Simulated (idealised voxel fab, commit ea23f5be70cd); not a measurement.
Process module name: voxel self aligned vias
280 nm wide, 5 nm square cells: that's cross-section cut.
How to read a cross-section here: the picture is a grid of square cells, written as bands going from the top down, and any band can span one or more rows of cells.
This entry defines a band. It first specifies the height of the band's top and the height of its bottom in nm, and then specifies the band's materials from left to right, stating each material with its width in nm. The word "throughout" identifies a single material that fills the band from edge to edge, while the word "empty" identifies empty space.
It should be noted that heights are counted from 0, beneath which the wafer as supplied is of one material throughout, and that the lowest band possesses no lower boundary but continues downward, as written in "z 0 and below".
It should be noted that a width expressed as "30..40" varies in equal increments from row to row of cells within the band, taking the value of the first number at the top row and that of the second number at the bottom row.
"left unchanged" -> step changed no cross-section cell.
"Closed cavities" lists enclosed empty spaces (at least 8 cells, no open path upward to the top), each as width x height at distance from the left edge, in nm.
Heads up: the bit after the settings on a step's line is the simulator's remark on that step.
"overlay nm" on a masked step: distance the mask lay right of its planned place, negative for left.
This section lists the process steps that were planned:
step 1: RECEIVE with material Si
step 2: CONFORMAL_DEP with material SiO2, thk nm 15
step 3: CONFORMAL_DEP with material SiCN, thk nm 5
step 4: DIRECTIONAL_DEP with material SiO2, thk nm 30
step 5: MASKED_ETCH with tone open, mask id LINES, width nm 30, pitch nm 65, etch materials SiO2, depth nm 30, overlay nm 0
step 6: CONFORMAL_DEP with material TiN, thk nm 5
step 7: FILL_DEP with material Ru, thk nm 5
step 8: CMP with height nm 50
step 9: SELECTIVE_ETCH with etch materials W Ru TiN, depth nm 5
step 10: FILL_DEP with material SiN, thk nm 5
step 11: CMP with height nm 50
step 12: DIRECTIONAL_DEP with material SiO2, thk nm 15
step 13: MASKED_ETCH with tone open, mask id VIAS, width nm 40, pitch nm 130, etch materials SiO2, depth nm 15, overlay nm 0
step 14: MASKED_ETCH with tone open, mask id VIAS, width nm 40, pitch nm 130, etch materials SiN, depth nm 5, overlay nm 0
step 15: CONFORMAL_DEP with material TiN, thk nm 5
step 16: FILL_DEP with material Ru, thk nm 5
step 17: CMP with height nm 65
step 18: CONFORMAL_DEP with material SiN, thk nm 5
Step 1 complete: cross-section of the wafer as received:
    z 0 and below  Si throughout
    Closed cavities: none
First of two wafers at the end of the module, shown in cross-section; run carried out as planned:
    z 70 to 65  SiN throughout
    z 65 to 55  SiO2: 55; TiN: 5; Ru: 30; TiN: 5; SiO2: 90; TiN: 5; Ru: 30; TiN: 5; SiO2: 55
    z 55 to 50  SiO2: 55; TiN: 10; Ru: 20; TiN: 10; SiO2: 90; TiN: 10; Ru: 20; TiN: 10; SiO2: 55
    z 50 to 45  SiO2: 60; TiN: 30; SiO2: 35; SiN: 30; SiO2: 35; TiN: 30; SiO2: 60
    z 45 to 25  SiO2: 60; TiN: 5; Ru: 20; TiN: 5; SiO2: 35; TiN: 5; Ru: 20; TiN: 5; SiO2: 35; TiN: 5; Ru: 20; TiN: 5; SiO2: 60
    z 25 to 20  SiO2: 60; TiN: 30; SiO2: 35; TiN: 30; SiO2: 35; TiN: 30; SiO2: 60
    z 20 to 15  SiCN throughout
    z 15 to 0  SiO2 throughout
    z 0 and below  Si throughout
    Closed cavities: none
Cross-sectional image of the second wafer of the two following completion of the module. Starting state and process plan were the same as for the first wafer; one execution error occurred:
    z 70 to 65  SiN throughout
    z 65 to 50  SiO2: 55; TiN: 5; SiO2: 30; TiN: 5; SiO2: 90; TiN: 5; SiO2: 30; TiN: 5; SiO2: 55
    z 50 to 45  SiO2: 60; SiN: 30; SiO2: 35; SiN: 30; SiO2: 35; SiN: 30; SiO2: 60
    z 45 to 25  SiO2: 60; TiN: 5; Ru: 20; TiN: 5; SiO2: 35; TiN: 5; Ru: 20; TiN: 5; SiO2: 35; TiN: 5; Ru: 20; TiN: 5; SiO2: 60
    z 25 to 20  SiO2: 60; TiN: 30; SiO2: 35; TiN: 30; SiO2: 35; TiN: 30; SiO2: 60
    z 20 to 15  SiCN throughout
    z 15 to 0  SiO2 throughout
    z 0 and below  Si throughout
    Closed cavities: none
Finding, execution versus plan: step 12 ran in the slot meant for step 13, and vice versa
Looking at both finished wafers in cells, the second ends up ahead of or behind the first on some materials: 32 fewer of Ru | 12 more of SiN | 36 more of SiO2 | 16 fewer of TiN
